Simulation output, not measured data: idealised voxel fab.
The following process module bears the name voxel capacitor over wiring.
Cross-section cut: width 160 nm, square cells of 5 nm.
Cross-section format: a grid of square cells, given as bands from top to bottom; each band is one or more rows of cells. First you get the band's top height and its bottom height, in nm, and then the materials it's made of, left to right, with each width in nm. If you see a single material with "all across", that one covers the band edge to edge. "air" is empty space. Measure heights from 0. That's the level where, below it, the as-received wafer is all one material. The lowest band is bottomless and extends downward; write it as in "0 down". Note: "30 to 40" means the width goes from the first number (top row of the band) to the second number (bottom row) in equal steps per row of cells. Reading "everything unchanged" for a step: not a cell of the cross-section changed in it. Heads up: "Sealed-off cavities" only lists the empty pockets with no open path to the top that are 8 cells or more, and it writes them as width x height at distance, distance from the left edge, in nm. after a step's settings: what the simulator itself notes on the step. Among the settings permitted on a step's line is "overlay nm"; applied to a step with a mask, it specifies the extent to which the mask lay to the right of its planned position, whereas a negative figure signifies a position to the left. Note: before/after cross-section pairs follow, one process step per pair, after-side truncated at the lowest changed band, step and settings given beneath. Different runs of this module on the same starting wafer may supply the pairs; a pair continues the one above only where the "Prior to processing" entry says so.
Prior to processing:
    0 down: Si all across
    Sealed-off cavities: none
Structure After Step:
    15 to 0: SiO2 all across
    Lower than 0, everything is as it was.
    Sealed-off cavities: none
Before/after cross-sections above; step in between: CONFORMAL_DEP | material SiO2 | thk nm 15
Prior to processing: the pre-step structure is the one depicted after the step in the pair just above.
Structure After Step:
    20 to 15: SiCN all across
    Lower than 15, everything is as it was.
    Sealed-off cavities: none
Before/after cross-sections above; step in between: CONFORMAL_DEP | material SiCN | thk nm 5
Prior to processing: the pre-step structure is the one depicted after the step in the pair just above.
Structure After Step:
    40 to 20: SiO2 all across
    Lower than 20, everything is as it was.
    Sealed-off cavities: none
Before/after cross-sections above; step in between: DIRECTIONAL_DEP | material SiO2 | thk nm 20
Prior to processing: the pre-step structure is the one depicted after the step in the pair just above.
Structure After Step:
    55 to 40: aC all across
    Lower than 40, everything is as it was.
    Sealed-off cavities: none
Before/after cross-sections above; step in between: DIRECTIONAL_DEP | material aC | thk nm 15
Prior to processing: the pre-step structure is the one depicted after the step in the pair just above.
Structure After Step:
    90 to 55: 35 nm resist / 20 nm air / 50 nm resist / 20 nm air / 35 nm resist
    Lower than 55, everything is as it was.
    Sealed-off cavities: none
Before/after cross-sections above; step in between: PATTERN | tone open | mask id METAL_1 | material resist | width nm 20 | pitch nm 70 | thk nm 35 | overlay nm 0
Prior to processing: the pre-step structure is the one depicted after the step in the pair just above.
Structure After Step:
    75 to 55: 35 nm resist / 20 nm air / 50 nm resist / 20 nm air / 35 nm resist
    55 to 40: 35 nm aC / 20 nm air / 50 nm aC / 20 nm air / 35 nm aC
    Lower than 40, everything is as it was.
    Sealed-off cavities: none
Before/after cross-sections above; step in between: DIRECTIONAL_ETCH | etch materials aC | depth nm 15
Prior to processing: the pre-step structure is the one depicted after the step in the pair just above.
Structure After Step:
    55 to 40: 35 nm aC / 20 nm air / 50 nm aC / 20 nm air / 35 nm aC
    Lower than 40, everything is as it was.
    Sealed-off cavities: none
Before/after cross-sections above; step in between: STRIP | etch materials resist
Prior to processing: the pre-step structure is the one depicted after the step in the pair just above.
Structure After Step:
    55 to 40: 35 nm aC / 20 nm air / 50 nm aC / 20 nm air / 35 nm aC
    40 to 20: 35 nm SiO2 / 20 nm air / 50 nm SiO2 / 20 nm air / 35 nm SiO2
    Lower than 20, everything is as it was.
    Sealed-off cavities: none
Before/after cross-sections above; step in between: DIRECTIONAL_ETCH | etch materials SiO2 | depth nm 20
Prior to processing: the pre-step structure is the one depicted after the step in the pair just above.
Structure After Step:
    55 to 40: 35 nm aC / 20 nm air / 50 nm aC / 20 nm air / 35 nm aC
    40 to 20: 35 nm SiO2 / 20 nm air / 50 nm SiO2 / 20 nm air / 35 nm SiO2
    20 to 15: 35 nm SiCN / 20 nm air / 50 nm SiCN / 20 nm air / 35 nm SiCN
    Lower than 15, everything is as it was.
    Sealed-off cavities: none
Before/after cross-sections above; step in between: DIRECTIONAL_ETCH | etch materials SiCN | depth nm 5
Prior to processing: the pre-step structure is the one depicted after the step in the pair just above.
Structure After Step:
    40 to 20: 35 nm SiO2 / 20 nm air / 50 nm SiO2 / 20 nm air / 35 nm SiO2
    Lower than 20, everything is as it was.
    Sealed-off cavities: none
Before/after cross-sections above; step in between: STRIP | etch materials aC
Prior to processing: the pre-step structure is the one depicted after the step in the pair just above.
Structure After Step:
    45 to 40: 40 nm TiN / 10 nm air / 60 nm TiN / 10 nm air / 40 nm TiN
    40 to 20: 35 nm SiO2 / 5 nm TiN / 10 nm air / 5 nm TiN / 50 nm SiO2 / 5 nm TiN / 10 nm air / 5 nm TiN / 35 nm SiO2
    20 to 15: 35 nm SiCN / 20 nm TiN / 50 nm SiCN / 20 nm TiN / 35 nm SiCN
    Lower than 15, everything is as it was.
    Sealed-off cavities: none
Before/after cross-sections above; step in between: CONFORMAL_DEP | material TiN | thk nm 5
Prior to processing: the pre-step structure is the one depicted after the step in the pair just above.
Structure After Step:
    50 to 45: Cu all across
    45 to 40: 40 nm TiN / 10 nm Cu / 60 nm TiN / 10 nm Cu / 40 nm TiN
    40 to 20: 35 nm SiO2 / 5 nm TiN / 10 nm Cu / 5 nm TiN / 50 nm SiO2 / 5 nm TiN / 10 nm Cu / 5 nm TiN / 35 nm SiO2
    Lower than 20, everything is as it was.
    Sealed-off cavities: none
Before/after cross-sections above; step in between: FILL_DEP | material Cu | thk nm 5
Prior to processing: the pre-step structure is the one depicted after the step in the pair just above.
Structure After Step:
    40 to 20: 35 nm SiO2 / 5 nm TiN / 10 nm Cu / 5 nm TiN / 50 nm SiO2 / 5 nm TiN / 10 nm Cu / 5 nm TiN / 35 nm SiO2
    Lower than 20, everything is as it was.
    Sealed-off cavities: none
Before/after cross-sections above; step in between: CMP | height nm 40
Prior to processing: the pre-step structure is the one depicted after the step in the pair just above.
Structure After Step:
    45 to 40: 30 nm air / 30 nm Ru / 40 nm air / 30 nm Ru / 30 nm air
    Lower than 40, everything is as it was.
    Sealed-off cavities: none
Before/after cross-sections above; step in between: EPI | material Ru | thk nm 5
Prior to processing: the pre-step structure is the one depicted after the step in the pair just above.
Structure After Step:
    50 to 45: SiCN all across
    45 to 40: 30 nm SiCN / 30 nm Ru / 40 nm SiCN / 30 nm Ru / 30 nm SiCN
    Lower than 40, everything is as it was.
    Sealed-off cavities: none
Before/after cross-sections above; step in between: FILL_DEP | material SiCN | thk nm 5
Prior to processing: the pre-step structure is the one depicted after the step in the pair just above.
Structure After Step:
    60 to 50: lowk all across
    Lower than 50, everything is as it was.
    Sealed-off cavities: none
Before/after cross-sections above; step in between: DIRECTIONAL_DEP | material lowk | thk nm 10
Prior to processing: the pre-step structure is the one depicted after the step in the pair just above.
Structure After Step:
    80 to 60: 40 nm resist / 15 nm air / 105 nm resist
    Lower than 60, everything is as it was.
    Sealed-off cavities: none
Before/after cross-sections above; step in between: PATTERN | tone open | mask id PLUG_1 | material resist | width nm 15 | thk nm 20 | overlay nm 0
Prior to processing: the pre-step structure is the one depicted after the step in the pair just above.
Structure After Step:
    80 to 60: 40 nm resist / 15 nm air / 105 nm resist
    60 to 50: 40 nm lowk / 15 nm air / 105 nm lowk
    Lower than 50, everything is as it was.
    Sealed-off cavities: none
Before/after cross-sections above; step in between: DIRECTIONAL_ETCH | etch materials lowk | depth nm 10
Prior to processing: the pre-step structure is the one depicted after the step in the pair just above.
Structure After Step:
    80 to 60: 40 nm resist / 15 nm air / 105 nm resist
    60 to 50: 40 nm lowk / 15 nm air / 105 nm lowk
    50 to 45: 40 nm SiCN / 15 nm air / 105 nm SiCN
    Lower than 45, everything is as it was.
    Sealed-off cavities: none
Before/after cross-sections above; step in between: DIRECTIONAL_ETCH | etch materials SiCN | depth nm 5
Prior to processing: the pre-step structure is the one depicted after the step in the pair just above.
Structure After Step:
    60 to 50: 40 nm lowk / 15 nm air / 105 nm lowk
    Lower than 50, everything is as it was.
    Sealed-off cavities: none
Before/after cross-sections above; step in between: STRIP | etch materials resist
Prior to processing: the pre-step structure is the one depicted after the step in the pair just above.
Structure After Step:
    65 to 60: 45 nm TiN / 5 nm air / 110 nm TiN
    60 to 50: 40 nm lowk / 5 nm TiN / 5 nm air / 5 nm TiN / 105 nm lowk
    50 to 45: 40 nm SiCN / 15 nm TiN / 105 nm SiCN
    Lower than 45, everything is as it was.
    Sealed-off cavities: none
Before/after cross-sections above; step in between: CONFORMAL_DEP | material TiN | thk nm 5
Prior to processing: the pre-step structure is the one depicted after the step in the pair just above.
Structure After Step:
    70 to 65: W all across
    65 to 60: 45 nm TiN / 5 nm W / 110 nm TiN
    60 to 50: 40 nm lowk / 5 nm TiN / 5 nm W / 5 nm TiN / 105 nm lowk
    Lower than 50, everything is as it was.
    Sealed-off cavities: none
Before/after cross-sections above; step in between: FILL_DEP | material W | thk nm 5
Prior to processing: the pre-step structure is the one depicted after the step in the pair just above.
Structure After Step:
    60 to 50: 40 nm lowk / 5 nm TiN / 5 nm W / 5 nm TiN / 105 nm lowk
    Lower than 50, everything is as it was.
    Sealed-off cavities: none
Before/after cross-sections above; step in between: CMP | height nm 60
Prior to processing: the pre-step structure is the one depicted after the step in the pair just above.
Structure After Step:
    65 to 60: TiN all across
    Lower than 60, everything is as it was.
    Sealed-off cavities: none
Before/after cross-sections above; step in between: DIRECTIONAL_DEP | material TiN | thk nm 5
Prior to processing: the pre-step structure is the one depicted after the step in the pair just above.
Structure After Step:
    70 to 65: SiN all across
    Lower than 65, everything is as it was.
    Sealed-off cavities: none
Before/after cross-sections above; step in between: DIRECTIONAL_DEP | material SiN | thk nm 5
Prior to processing: the pre-step structure is the one depicted after the step in the pair just above.
Structure After Step:
    80 to 70: TiN all across
    Lower than 70, everything is as it was.
    Sealed-off cavities: none
Before/after cross-sections above; step in between: DIRECTIONAL_DEP | material TiN | thk nm 10
Prior to processing: the pre-step structure is the one depicted after the step in the pair just above.
Structure After Step:
    95 to 80: aC all across
    Lower than 80, everything is as it was.
    Sealed-off cavities: none
Before/after cross-sections above; step in between: DIRECTIONAL_DEP | material aC | thk nm 15
Prior to processing: the pre-step structure is the one depicted after the step in the pair just above.
Structure After Step:
    130 to 95: 40 nm air / 55 nm resist / 65 nm air
    Lower than 95, everything is as it was.
    Sealed-off cavities: none
Before/after cross-sections above; step in between: PATTERN | tone cover | mask id UPPER_PLATE | material resist | width nm 55 | thk nm 35 | overlay nm 0
Prior to processing: the pre-step structure is the one depicted after the step in the pair just above.
Structure After Step:
    115 to 95: 40 nm air / 55 nm resist / 65 nm air
    95 to 80: 40 nm air / 55 nm aC / 65 nm air
    Lower than 80, everything is as it was.
    Sealed-off cavities: none
Before/after cross-sections above; step in between: DIRECTIONAL_ETCH | etch materials aC | depth nm 15
Prior to processing: the pre-step structure is the one depicted after the step in the pair just above.
Structure After Step:
    95 to 80: 40 nm air / 55 nm aC / 65 nm air
    Lower than 80, everything is as it was.
    Sealed-off cavities: none
Before/after cross-sections above; step in between: STRIP | etch materials resist
Prior to processing: the pre-step structure is the one depicted after the step in the pair just above.
Structure After Step:
    95 to 80: 40 nm air / 55 nm aC / 65 nm air
    80 to 70: 40 nm air / 55 nm TiN / 65 nm air
    Lower than 70, everything is as it was.
    Sealed-off cavities: none
Before/after cross-sections above; step in between: DIRECTIONAL_ETCH | etch materials TiN | depth nm 10
Prior to processing: the pre-step structure is the one depicted after the step in the pair just above.
Structure After Step:
    95 to 80: 40 nm air / 55 nm aC / 65 nm air
    80 to 70: 40 nm air / 55 nm TiN / 65 nm air
    70 to 65: 40 nm air / 55 nm SiN / 65 nm air
    Lower than 65, everything is as it was.
    Sealed-off cavities: none
Before/after cross-sections above; step in between: DIRECTIONAL_ETCH | etch materials SiN | depth nm 5
Prior to processing: the pre-step structure is the one depicted after the step in the pair just above.
Structure After Step:
    80 to 70: 40 nm air / 55 nm TiN / 65 nm air
    Lower than 70, everything is as it was.
    Sealed-off cavities: none
Before/after cross-sections above; step in between: STRIP | etch materials aC
Prior to processing: the pre-step structure is the one depicted after the step in the pair just above.
Structure After Step:
    100 to 80: 35 nm air / 65 nm resist / 60 nm air
    80 to 70: 35 nm air / 5 nm resist / 55 nm TiN / 5 nm resist / 60 nm air
    70 to 65: 35 nm air / 5 nm resist / 55 nm SiN / 5 nm resist / 60 nm air
    Lower than 65, everything is as it was.
    Sealed-off cavities: none
Before/after cross-sections above; step in between: PATTERN | tone cover | mask id LOWER_PLATE | material resist | width nm 65 | thk nm 20 | overlay nm 0
Prior to processing: the pre-step structure is the one depicted after the step in the pair just above.
Structure After Step:
    100 to 80: 35 nm air / 65 nm resist / 60 nm air
    80 to 70: 35 nm air / 5 nm resist / 55 nm TiN / 5 nm resist / 60 nm air
    70 to 65: 35 nm air / 5 nm resist / 55 nm SiN / 5 nm resist / 60 nm air
    65 to 60: 35 nm air / 65 nm TiN / 60 nm air
    Lower than 60, everything is as it was.
    Sealed-off cavities: none
Before/after cross-sections above; step in between: DIRECTIONAL_ETCH | etch materials TiN | depth nm 5
Prior to processing: the pre-step structure is the one depicted after the step in the pair just above.
Structure After Step:
    80 to 70: 40 nm air / 55 nm TiN / 65 nm air
    70 to 65: 40 nm air / 55 nm SiN / 65 nm air
    Lower than 65, everything is as it was.
    Sealed-off cavities: none
Before/after cross-sections above; step in between: STRIP | etch materials resist
Prior to processing: the pre-step structure is the one depicted after the step in the pair just above.
Structure After Step:
    95 to 80: SiO2 all across
    80 to 70: 40 nm SiO2 / 55 nm TiN / 65 nm SiO2
    70 to 65: 40 nm SiO2 / 55 nm SiN / 65 nm SiO2
    65 to 60: 35 nm SiO2 / 65 nm TiN / 60 nm SiO2
    Lower than 60, everything is as it was.
    Sealed-off cavities: none
Before/after cross-sections above; step in between: FILL_DEP | material SiO2 | thk nm 15
Prior to processing: the pre-step structure is the one depicted after the step in the pair just above.
Structure After Step:
    90 to 80: SiO2 all across
    Lower than 80, everything is as it was.
    Sealed-off cavities: none
Before/after cross-sections above; step in between: CMP | height nm 90
Prior to processing: the pre-step structure is the one depicted after the step in the pair just above.
Structure After Step:
    90 to 80: 50 nm SiO2 / 15 nm air / 95 nm SiO2
    Lower than 80, everything is as it was.
    Sealed-off cavities: none
Before/after cross-sections above; step in between: MASKED_ETCH | tone open | mask id PLUG_2 | width nm 15 | etch materials SiO2 | depth nm 10 | overlay nm 0
Prior to processing: the pre-step structure is the one depicted after the step in the pair just above.
Structure After Step:
    95 to 90: 55 nm TiN / 5 nm air / 100 nm TiN
    90 to 85: 50 nm SiO2 / 5 nm TiN / 5 nm air / 5 nm TiN / 95 nm SiO2
    85 to 80: 50 nm SiO2 / 15 nm TiN / 95 nm SiO2
    Lower than 80, everything is as it was.
    Sealed-off cavities: none
Before/after cross-sections above; step in between: CONFORMAL_DEP | material TiN | thk nm 5
Prior to processing: the pre-step structure is the one depicted after the step in the pair just above.
Structure After Step:
    105 to 95: Cu all across
    95 to 90: 55 nm TiN / 5 nm Cu / 100 nm TiN
    90 to 85: 50 nm SiO2 / 5 nm TiN / 5 nm Cu / 5 nm TiN / 95 nm SiO2
    Lower than 85, everything is as it was.
    Sealed-off cavities: none
Before/after cross-sections above; step in between: FILL_DEP | material Cu | thk nm 10
Prior to processing: the pre-step structure is the one depicted after the step in the pair just above.
Structure After Step:
    90 to 85: 50 nm SiO2 / 5 nm TiN / 5 nm Cu / 5 nm TiN / 95 nm SiO2
    Lower than 85, everything is as it was.
    Sealed-off cavities: none
Before/after cross-sections above; step in between: CMP | height nm 90
Prior to processing: the pre-step structure is the one depicted after the step in the pair just above.
Structure After Step:
    95 to 90: SiN all across
    Lower than 90, everything is as it was.
    Sealed-off cavities: none
Before/after cross-sections above; step in between: CONFORMAL_DEP | material SiN | thk nm 5
Prior to processing:
    65 to 60: TiN all across
    60 to 50: 40 nm lowk / 5 nm TiN / 5 nm W / 5 nm TiN / 105 nm lowk
    50 to 45: 40 nm SiCN / 15 nm TiN / 105 nm SiCN
    45 to 40: 30 nm SiCN / 30 nm Ru / 40 nm SiCN / 30 nm Ru / 30 nm SiCN
    40 to 20: 35 nm SiO2 / 5 nm TiN / 10 nm Cu / 5 nm TiN / 50 nm SiO2 / 5 nm TiN / 10 nm Cu / 5 nm TiN / 35 nm SiO2
    20 to 15: 35 nm SiCN / 20 nm TiN / 50 nm SiCN / 20 nm TiN / 35 nm SiCN
    15 to 0: SiO2 all across
    0 down: Si all across
    Sealed-off cavities: none
Structure After Step:
    75 to 60: TiN all across
    Lower than 60, everything is as it was.
    Sealed-off cavities: none
Before/after cross-sections above; step in between: DIRECTIONAL_DEP | material TiN | thk nm 10
Prior to processing: the pre-step structure is the one depicted after the step in the pair just above.
Structure After Step:
    90 to 75: aC all across
    Lower than 75, everything is as it was.
    Sealed-off cavities: none
Before/after cross-sections above; step in between: DIRECTIONAL_DEP | material aC | thk nm 15
Prior to processing: the pre-step structure is the one depicted after the step in the pair just above.
Structure After Step:
    125 to 90: 40 nm air / 55 nm resist / 65 nm air
    Lower than 90, everything is as it was.
    Sealed-off cavities: none
Before/after cross-sections above; step in between: PATTERN | tone cover | mask id UPPER_PLATE | material resist | width nm 55 | thk nm 35 | overlay nm 0
Prior to processing: the pre-step structure is the one depicted after the step in the pair just above.
Structure After Step:
    110 to 90: 40 nm air / 55 nm resist / 65 nm air
    90 to 75: 40 nm air / 55 nm aC / 65 nm air
    Lower than 75, everything is as it was.
    Sealed-off cavities: none
Before/after cross-sections above; step in between: DIRECTIONAL_ETCH | etch materials aC | depth nm 15
Prior to processing: the pre-step structure is the one depicted after the step in the pair just above.
Structure After Step:
    90 to 75: 40 nm air / 55 nm aC / 65 nm air
    Lower than 75, everything is as it was.
    Sealed-off cavities: none
Before/after cross-sections above; step in between: STRIP | etch materials resist
Prior to processing: the pre-step structure is the one depicted after the step in the pair just above.
Structure After Step:
    90 to 75: 40 nm air / 55 nm aC / 65 nm air
    75 to 65: 40 nm air / 55 nm TiN / 65 nm air
    Lower than 65, everything is as it was.
    Sealed-off cavities: none
Before/after cross-sections above; step in between: DIRECTIONAL_ETCH | etch materials TiN | depth nm 10
Prior to processing: the pre-step structure is the one depicted after the step in the pair just above.
Structure After Step:
    75 to 65: 40 nm air / 55 nm TiN / 65 nm air
    Lower than 65, everything is as it was.
    Sealed-off cavities: none
Before/after cross-sections above; step in between: STRIP | etch materials aC
Prior to processing: the pre-step structure is the one depicted after the step in the pair just above.
Structure After Step:
    95 to 75: 35 nm air / 65 nm resist / 60 nm air
    75 to 65: 35 nm air / 5 nm resist / 55 nm TiN / 5 nm resist / 60 nm air
    Lower than 65, everything is as it was.
    Sealed-off cavities: none
Before/after cross-sections above; step in between: PATTERN | tone cover | mask id LOWER_PLATE | material resist | width nm 65 | thk nm 20 | overlay nm 0
Prior to processing: the pre-step structure is the one depicted after the step in the pair just above.
Structure After Step:
    95 to 75: 35 nm air / 65 nm resist / 60 nm air
    75 to 65: 35 nm air / 5 nm resist / 55 nm TiN / 5 nm resist / 60 nm air
    65 to 60: 35 nm air / 65 nm TiN / 60 nm air
    Lower than 60, everything is as it was.
    Sealed-off cavities: none
Before/after cross-sections above; step in between: DIRECTIONAL_ETCH | etch materials TiN | depth nm 5
Prior to processing: the pre-step structure is the one depicted after the step in the pair just above.
Structure After Step:
    75 to 65: 40 nm air / 55 nm TiN / 65 nm air
    Lower than 65, everything is as it was.
    Sealed-off cavities: none
Before/after cross-sections above; step in between: STRIP | etch materials resist
Prior to processing: the pre-step structure is the one depicted after the step in the pair just above.
Structure After Step:
    90 to 75: SiO2 all across
    75 to 65: 40 nm SiO2 / 55 nm TiN / 65 nm SiO2
    65 to 60: 35 nm SiO2 / 65 nm TiN / 60 nm SiO2
    Lower than 60, everything is as it was.
    Sealed-off cavities: none
Before/after cross-sections above; step in between: FILL_DEP | material SiO2 | thk nm 15
Prior to processing: the pre-step structure is the one depicted after the step in the pair just above.
Structure After Step:
    90 to 80: 50 nm SiO2 / 15 nm air / 95 nm SiO2
    Lower than 80, everything is as it was.
    Sealed-off cavities: none
Before/after cross-sections above; step in between: MASKED_ETCH | tone open | mask id PLUG_2 | width nm 15 | etch materials SiO2 | depth nm 10 | overlay nm 0
Prior to processing: the pre-step structure is the one depicted after the step in the pair just above.
Structure After Step:
    95 to 90: 55 nm TiN / 5 nm air / 100 nm TiN
    90 to 85: 50 nm SiO2 / 5 nm TiN / 5 nm air / 5 nm TiN / 95 nm SiO2
    85 to 80: 50 nm SiO2 / 15 nm TiN / 95 nm SiO2
    Lower than 80, everything is as it was.
    Sealed-off cavities: none
Before/after cross-sections above; step in between: CONFORMAL_DEP | material TiN | thk nm 5
Prior to processing: the pre-step structure is the one depicted after the step in the pair just above.
Structure After Step:
    105 to 95: Cu all across
    95 to 90: 55 nm TiN / 5 nm Cu / 100 nm TiN
    90 to 85: 50 nm SiO2 / 5 nm TiN / 5 nm Cu / 5 nm TiN / 95 nm SiO2
    Lower than 85, everything is as it was.
    Sealed-off cavities: none
Before/after cross-sections above; step in between: FILL_DEP | material Cu | thk nm 10
Prior to processing: the pre-step structure is the one depicted after the step in the pair just above.
Structure After Step:
    90 to 85: 50 nm SiO2 / 5 nm TiN / 5 nm Cu / 5 nm TiN / 95 nm SiO2
    Lower than 85, everything is as it was.
    Sealed-off cavities: none
Before/after cross-sections above; step in between: CMP | height nm 90
Prior to processing: the pre-step structure is the one depicted after the step in the pair just above.
Structure After Step:
    95 to 90: SiN all across
    Lower than 90, everything is as it was.
    Sealed-off cavities: none
Before/after cross-sections above; step in between: CONFORMAL_DEP | material SiN | thk nm 5
Prior to processing:
    15 to 0: SiO2 all across
    0 down: Si all across
    Sealed-off cavities: none
Structure After Step:
    30 to 0: SiO2 all across
    Lower than 0, everything is as it was.
    Sealed-off cavities: none
Before/after cross-sections above; step in between: CONFORMAL_DEP | material SiO2 | thk nm 15
Prior to processing: the pre-step structure is the one depicted after the step in the pair just above.
Structure After Step:
    35 to 30: SiCN all across
    Lower than 30, everything is as it was.
    Sealed-off cavities: none
Before/after cross-sections above; step in between: CONFORMAL_DEP | material SiCN | thk nm 5
Prior to processing: the pre-step structure is the one depicted after the step in the pair just above.
Structure After Step:
    55 to 35: SiO2 all across
    Lower than 35, everything is as it was.
    Sealed-off cavities: none
Before/after cross-sections above; step in between: DIRECTIONAL_DEP | material SiO2 | thk nm 20
Prior to processing: the pre-step structure is the one depicted after the step in the pair just above.
Structure After Step:
    70 to 55: aC all across
    Lower than 55, everything is as it was.
    Sealed-off cavities: none
Before/after cross-sections above; step in between: DIRECTIONAL_DEP | material aC | thk nm 15
Prior to processing: the pre-step structure is the one depicted after the step in the pair just above.
Structure After Step:
    105 to 70: 35 nm resist / 20 nm air / 50 nm resist / 20 nm air / 35 nm resist
    Lower than 70, everything is as it was.
    Sealed-off cavities: none
Before/after cross-sections above; step in between: PATTERN | tone open | mask id METAL_1 | material resist | width nm 20 | pitch nm 70 | thk nm 35 | overlay nm 0
Prior to processing: the pre-step structure is the one depicted after the step in the pair just above.
Structure After Step:
    90 to 70: 35 nm resist / 20 nm air / 50 nm resist / 20 nm air / 35 nm resist
    70 to 55: 35 nm aC / 20 nm air / 50 nm aC / 20 nm air / 35 nm aC
    Lower than 55, everything is as it was.
    Sealed-off cavities: none
Before/after cross-sections above; step in between: DIRECTIONAL_ETCH | etch materials aC | depth nm 15
Prior to processing: the pre-step structure is the one depicted after the step in the pair just above.
Structure After Step:
    70 to 55: 35 nm aC / 20 nm air / 50 nm aC / 20 nm air / 35 nm aC
    Lower than 55, everything is as it was.
    Sealed-off cavities: none
Before/after cross-sections above; step in between: STRIP | etch materials resist
Prior to processing: the pre-step structure is the one depicted after the step in the pair just above.
Structure After Step:
    70 to 55: 35 nm aC / 20 nm air / 50 nm aC / 20 nm air / 35 nm aC
    55 to 35: 35 nm SiO2 / 20 nm air / 50 nm SiO2 / 20 nm air / 35 nm SiO2
    Lower than 35, everything is as it was.
    Sealed-off cavities: none
Before/after cross-sections above; step in between: DIRECTIONAL_ETCH | etch materials SiO2 | depth nm 20
Prior to processing: the pre-step structure is the one depicted after the step in the pair just above.
Structure After Step:
    70 to 55: 35 nm aC / 20 nm air / 50 nm aC / 20 nm air / 35 nm aC
    55 to 35: 35 nm SiO2 / 20 nm air / 50 nm SiO2 / 20 nm air / 35 nm SiO2
    35 to 30: 35 nm SiCN / 20 nm air / 50 nm SiCN / 20 nm air / 35 nm SiCN
    Lower than 30, everything is as it was.
    Sealed-off cavities: none
Before/after cross-sections above; step in between: DIRECTIONAL_ETCH | etch materials SiCN | depth nm 5
Prior to processing: the pre-step structure is the one depicted after the step in the pair just above.
Structure After Step:
    55 to 35: 35 nm SiO2 / 20 nm air / 50 nm SiO2 / 20 nm air / 35 nm SiO2
    Lower than 35, everything is as it was.
    Sealed-off cavities: none
Before/after cross-sections above; step in between: STRIP | etch materials aC
Prior to processing: the pre-step structure is the one depicted after the step in the pair just above.
Structure After Step:
    60 to 55: 40 nm TiN / 10 nm air / 60 nm TiN / 10 nm air / 40 nm TiN
    55 to 35: 35 nm SiO2 / 5 nm TiN / 10 nm air / 5 nm TiN / 50 nm SiO2 / 5 nm TiN / 10 nm air / 5 nm TiN / 35 nm SiO2
    35 to 30: 35 nm SiCN / 20 nm TiN / 50 nm SiCN / 20 nm TiN / 35 nm SiCN
    Lower than 30, everything is as it was.
    Sealed-off cavities: none
Before/after cross-sections above; step in between: CONFORMAL_DEP | material TiN | thk nm 5
Prior to processing: the pre-step structure is the one depicted after the step in the pair just above.
Structure After Step:
    65 to 60: Cu all across
    60 to 55: 40 nm TiN / 10 nm Cu / 60 nm TiN / 10 nm Cu / 40 nm TiN
    55 to 35: 35 nm SiO2 / 5 nm TiN / 10 nm Cu / 5 nm TiN / 50 nm SiO2 / 5 nm TiN / 10 nm Cu / 5 nm TiN / 35 nm SiO2
    Lower than 35, everything is as it was.
    Sealed-off cavities: none
Before/after cross-sections above; step in between: FILL_DEP | material Cu | thk nm 5
Prior to processing: the pre-step structure is the one depicted after the step in the pair just above.
Structure After Step:
    40 to 35: 35 nm SiO2 / 5 nm TiN / 10 nm Cu / 5 nm TiN / 50 nm SiO2 / 5 nm TiN / 10 nm Cu / 5 nm TiN / 35 nm SiO2
    Lower than 35, everything is as it was.
    Sealed-off cavities: none
Before/after cross-sections above; step in between: CMP | height nm 40
Prior to processing: the pre-step structure is the one depicted after the step in the pair just above.
Structure After Step:
    45 to 40: 30 nm air / 30 nm Ru / 40 nm air / 30 nm Ru / 30 nm air
    Lower than 40, everything is as it was.
    Sealed-off cavities: none
Before/after cross-sections above; step in between: EPI | material Ru | thk nm 5
Prior to processing: the pre-step structure is the one depicted after the step in the pair just above.
Structure After Step:
    50 to 45: SiCN all across
    45 to 40: 30 nm SiCN / 30 nm Ru / 40 nm SiCN / 30 nm Ru / 30 nm SiCN
    Lower than 40, everything is as it was.
    Sealed-off cavities: none
Before/after cross-sections above; step in between: FILL_DEP | material SiCN | thk nm 5
Prior to processing: the pre-step structure is the one depicted after the step in the pair just above.
Structure After Step:
    60 to 50: lowk all across
    Lower than 50, everything is as it was.
    Sealed-off cavities: none
Before/after cross-sections above; step in between: DIRECTIONAL_DEP | material lowk | thk nm 10
Prior to processing: the pre-step structure is the one depicted after the step in the pair just above.
Structure After Step:
    80 to 60: 40 nm resist / 15 nm air / 105 nm resist
    Lower than 60, everything is as it was.
    Sealed-off cavities: none
Before/after cross-sections above; step in between: PATTERN | tone open | mask id PLUG_1 | material resist | width nm 15 | thk nm 20 | overlay nm 0
Prior to processing: the pre-step structure is the one depicted after the step in the pair just above.
Structure After Step:
    80 to 60: 40 nm resist / 15 nm air / 105 nm resist
    60 to 50: 40 nm lowk / 15 nm air / 105 nm lowk
    Lower than 50, everything is as it was.
    Sealed-off cavities: none
Before/after cross-sections above; step in between: DIRECTIONAL_ETCH | etch materials lowk | depth nm 10
Prior to processing: the pre-step structure is the one depicted after the step in the pair just above.
Structure After Step:
    80 to 60: 40 nm resist / 15 nm air / 105 nm resist
    60 to 50: 40 nm lowk / 15 nm air / 105 nm lowk
    50 to 45: 40 nm SiCN / 15 nm air / 105 nm SiCN
    Lower than 45, everything is as it was.
    Sealed-off cavities: none
Before/after cross-sections above; step in between: DIRECTIONAL_ETCH | etch materials SiCN | depth nm 5
Prior to processing: the pre-step structure is the one depicted after the step in the pair just above.
Structure After Step:
    60 to 50: 40 nm lowk / 15 nm air / 105 nm lowk
    Lower than 50, everything is as it was.
    Sealed-off cavities: none
Before/after cross-sections above; step in between: STRIP | etch materials resist
Prior to processing: the pre-step structure is the one depicted after the step in the pair just above.
Structure After Step:
    65 to 60: 45 nm TiN / 5 nm air / 110 nm TiN
    60 to 50: 40 nm lowk / 5 nm TiN / 5 nm air / 5 nm TiN / 105 nm lowk
    50 to 45: 40 nm SiCN / 15 nm TiN / 105 nm SiCN
    Lower than 45, everything is as it was.
    Sealed-off cavities: none
Before/after cross-sections above; step in between: CONFORMAL_DEP | material TiN | thk nm 5
Prior to processing: the pre-step structure is the one depicted after the step in the pair just above.
Structure After Step:
    70 to 65: W all across
    65 to 60: 45 nm TiN / 5 nm W / 110 nm TiN
    60 to 50: 40 nm lowk / 5 nm TiN / 5 nm W / 5 nm TiN / 105 nm lowk
    Lower than 50, everything is as it was.
    Sealed-off cavities: none
Before/after cross-sections above; step in between: FILL_DEP | material W | thk nm 5
Prior to processing: the pre-step structure is the one depicted after the step in the pair just above.
Structure After Step:
    60 to 50: 40 nm lowk / 5 nm TiN / 5 nm W / 5 nm TiN / 105 nm lowk
    Lower than 50, everything is as it was.
    Sealed-off cavities: none
Before/after cross-sections above; step in between: CMP | height nm 60
Prior to processing: the pre-step structure is the one depicted after the step in the pair just above.
Structure After Step:
    65 to 60: TiN all across
    Lower than 60, everything is as it was.
    Sealed-off cavities: none
Before/after cross-sections above; step in between: DIRECTIONAL_DEP | material TiN | thk nm 5
Prior to processing: the pre-step structure is the one depicted after the step in the pair just above.
Structure After Step:
    70 to 65: SiN all across
    Lower than 65, everything is as it was.
    Sealed-off cavities: none
Before/after cross-sections above; step in between: DIRECTIONAL_DEP | material SiN | thk nm 5
